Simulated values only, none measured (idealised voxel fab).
This is a process module. Its name is voxel double patterning.
Xsec cut, 295 nm wide, square cell size 5 nm.
Format of a cross-section: grid, square cells. Given as bands. Order: top down. Band: one or more rows of cells.
Heads up on the band format: heights come first, top then bottom, in nm. After that it's the materials left to right, each with its width in nm. A single material flagged "full width" fills the whole band edge to edge, and "blank" means there's empty space there.
Where do heights start? At 0: under that level the wafer as delivered is made of one material only. And the lowest band has no floor; it just carries on downward, as in "0 -> down".
The width entry "30..40" should be interpreted row by row: the top row of cells in the band takes the first number, the bottom row takes the second number, and the change between adjacent rows is uniform throughout.
Given "nothing got changed" for a step, no cell of the cross-section differs between before and after that step.
Internal closed voids: empty space of 8 cells or more with no open way to the top, each as width x height at its distance from the left edge, in nm
The remark found on a step's line after its settings is issued by the simulator itself and pertains to that step.
"overlay nm" answers the question of how far to the right of plan the mask lay on a step that has a mask, and when it is negative the answer is to the left.

THIS SECTION LISTS THE PROCESS STEPS THAT WERE PLANNED
1 RECEIVE: material Si
2 CONFORMAL_DEP: material SiO2, thk nm 10
3 DIRECTIONAL_DEP: material polySi, thk nm 15
4 DIRECTIONAL_DEP: material SiCN, thk nm 10
5 MASKED_ETCH: tone open, mask id FIRST, width nm 15, pitch nm 50, etch materials SiCN, depth nm 10, overlay nm 0
6 DIRECTIONAL_DEP: material aC, thk nm 15
7 PATTERN: tone open, mask id SECOND, material resist, width nm 15, pitch nm 50, thk nm 35, overlay nm 0
8 DIRECTIONAL_ETCH: etch materials aC, depth nm 15
9 STRIP: etch materials resist
10 DIRECTIONAL_ETCH: etch materials SiCN, depth nm 10
11 STRIP: etch materials aC
12 DIRECTIONAL_ETCH: etch materials polySi, depth nm 15
13 STRIP: etch materials SiCN
The value of width nm given for step 5 in the plan refers to the first wafer; the wafers vary in this setting and are alike at the start.

CROSS-SECTIONAL VIEW OF THE FIRST OF SEVERAL WAFERS IN THE AS-RECEIVED CONDITION, CORRESPONDING TO THE STATE FOLLOWING STEP 1
	0 -> down  Si full width
	Internal closed voids: none

FOR YOUR REFERENCE, THE TABLE IS ORGANIZED WITH A ROW PER WAFER; EACH ROW REFLECTS THE WAFER AT THE END OF THE MODULE, INDICATING FOR EACH MATERIAL THE CELLS GAINED (+) OR LOST (-) SINCE RECEIPT, AND THEREAFTER ITS CLOSED VOIDS
width nm 15, +118 SiO2, +132 polySi, Internal closed voids: none
width nm 20, +118 SiO2, +123 polySi, Internal closed voids: none
width nm 25, +118 SiO2, +114 polySi, Internal closed voids: none
width nm 30, +118 SiO2, +105 polySi, Internal closed voids: none
